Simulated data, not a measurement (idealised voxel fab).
Title: Process Module voxel capacitor over wiring
The figure presents cross-section cut, which has a width of 160 nm and is divided into square cells with an edge length of 5 nm.
Cross-section = grid of square cells, listed top down in bands; band = one or more rows. What a band's entry tells you: where the top is and where the bottom is, as heights in nm, and after that what lies inside, material by material from left to right, each with its width in nm. Empty space is written as the word "blank", and a single material marked with the word "edge to edge" occupies the band from edge to edge. Height is counted from the level 0, under which the received wafer is composed throughout of one material. The lowest of the bands is not closed at the bottom but continues downward, in the notation "0 and below". Top row gets the first number, bottom row gets the second, and each row in between changes by the same step: that is how a band width like "30->40" works. Step note "same as before" = no cross-section cell changed. "Entrapped void list" - sealed voids, min. 8 cells, no opening to top; format: width x height at distance (distance from left edge; nm throughout). Past the settings on a step's line: simulator remark, on that step. overlay nm: right-of-plan distance of the mask on a masked step; negative values mean left-of-plan.
The following list gives the planned process steps:
1 RECEIVE: material Si
2 CONFORMAL_DEP: material SiO2, thk nm 10
3 DIRECTIONAL_DEP: material TiN, thk nm 5
4 DIRECTIONAL_DEP: material Ru, thk nm 15
5 PATTERN: tone cover, mask id METAL_1, material resist, width nm 25, pitch nm 95, thk nm 20, overlay nm 0
6 DIRECTIONAL_ETCH: etch materials Ru, depth nm 15
7 DIRECTIONAL_ETCH: etch materials TiN, depth nm 5
8 STRIP: etch materials resist
9 CONFORMAL_DEP: material SiCN, thk nm 5
10 FILL_DEP: material SiO2, thk nm 5
11 CMP: height nm 30
12 CONFORMAL_DEP: material SiCN, thk nm 5
13 DIRECTIONAL_DEP: material SiO2, thk nm 15
14 DIRECTIONAL_DEP: material aC, thk nm 10
15 PATTERN: tone open, mask id PLUG_1, material resist, width nm 15, thk nm 25, overlay nm 0
16 DIRECTIONAL_ETCH: etch materials aC, depth nm 10
17 STRIP: etch materials resist
18 DIRECTIONAL_ETCH: etch materials SiO2, depth nm 15
19 DIRECTIONAL_ETCH: etch materials SiCN, depth nm 5
20 STRIP: etch materials aC
21 CONFORMAL_DEP: material TiN, thk nm 5
22 FILL_DEP: material Cu, thk nm 5
23 CMP: height nm 50
24 DIRECTIONAL_DEP: material TiN, thk nm 10
25 DIRECTIONAL_DEP: material HfO2, thk nm 5
26 DIRECTIONAL_DEP: material TiN, thk nm 10
27 DIRECTIONAL_DEP: material aC, thk nm 10
28 PATTERN: tone cover, mask id UPPER_PLATE, material resist, width nm 75, thk nm 30, overlay nm 0
29 DIRECTIONAL_ETCH: etch materials aC, depth nm 10
30 STRIP: etch materials resist
31 DIRECTIONAL_ETCH: etch materials TiN, depth nm 10
32 DIRECTIONAL_ETCH: etch materials HfO2, depth nm 5
33 STRIP: etch materials aC
34 DIRECTIONAL_DEP: material aC, thk nm 10
35 PATTERN: tone cover, mask id LOWER_PLATE, material resist, width nm 85, thk nm 25, overlay nm 0
36 DIRECTIONAL_ETCH: etch materials aC, depth nm 10
37 STRIP: etch materials resist
38 DIRECTIONAL_ETCH: etch materials TiN, depth nm 10
39 STRIP: etch materials aC
40 FILL_DEP: material SiO2, thk nm 20
41 CMP: height nm 90
42 MASKED_ETCH: tone open, mask id PLUG_2, width nm 15, etch materials SiO2, depth nm 15, overlay nm 0
43 CONFORMAL_DEP: material TiN, thk nm 5
44 FILL_DEP: material Cu, thk nm 5
45 CMP: height nm 90
46 CONFORMAL_DEP: material SiN, thk nm 5
This is the cross-section of the wafer as we received it, i.e. after step 1:
    0 and below  Si edge to edge
    Entrapped void list: none
Cross-section at module end, one run error; start and plan unchanged from above:
    95 down to 90  SiN edge to edge
    90 down to 85  SiO2 40, TiN 15, SiO2 105
    85 down to 75  SiO2 30, SiN 75, SiO2 55
    75 down to 70  SiO2 30, TiN 75, SiO2 55
    70 down to 65  SiN 30, TiN 75, SiN 55
    65 down to 60  SiN 30, HfO2 75, SiN 55
    60 down to 50  TiN edge to edge
    50 down to 35  SiO2 30, TiN 5, Cu 5, TiN 5, SiO2 115
    35 down to 30  SiCN 30, TiN 15, SiCN 115
    30 down to 15  SiO2 15, SiCN 5, Ru 25, SiCN 5, SiO2 60, SiCN 5, Ru 25, SiCN 5, SiO2 15
    15 down to 10  SiCN 20, TiN 25, SiCN 70, TiN 25, SiCN 20
    10 down to 0  SiO2 edge to edge
    0 and below  Si edge to edge
    Entrapped void list: none
Want to know what went wrong? it should be noted that step 34 was executed with settings other than those planned, the operation and settings actually applied being DIRECTIONAL_DEP: material SiN, thk nm 10
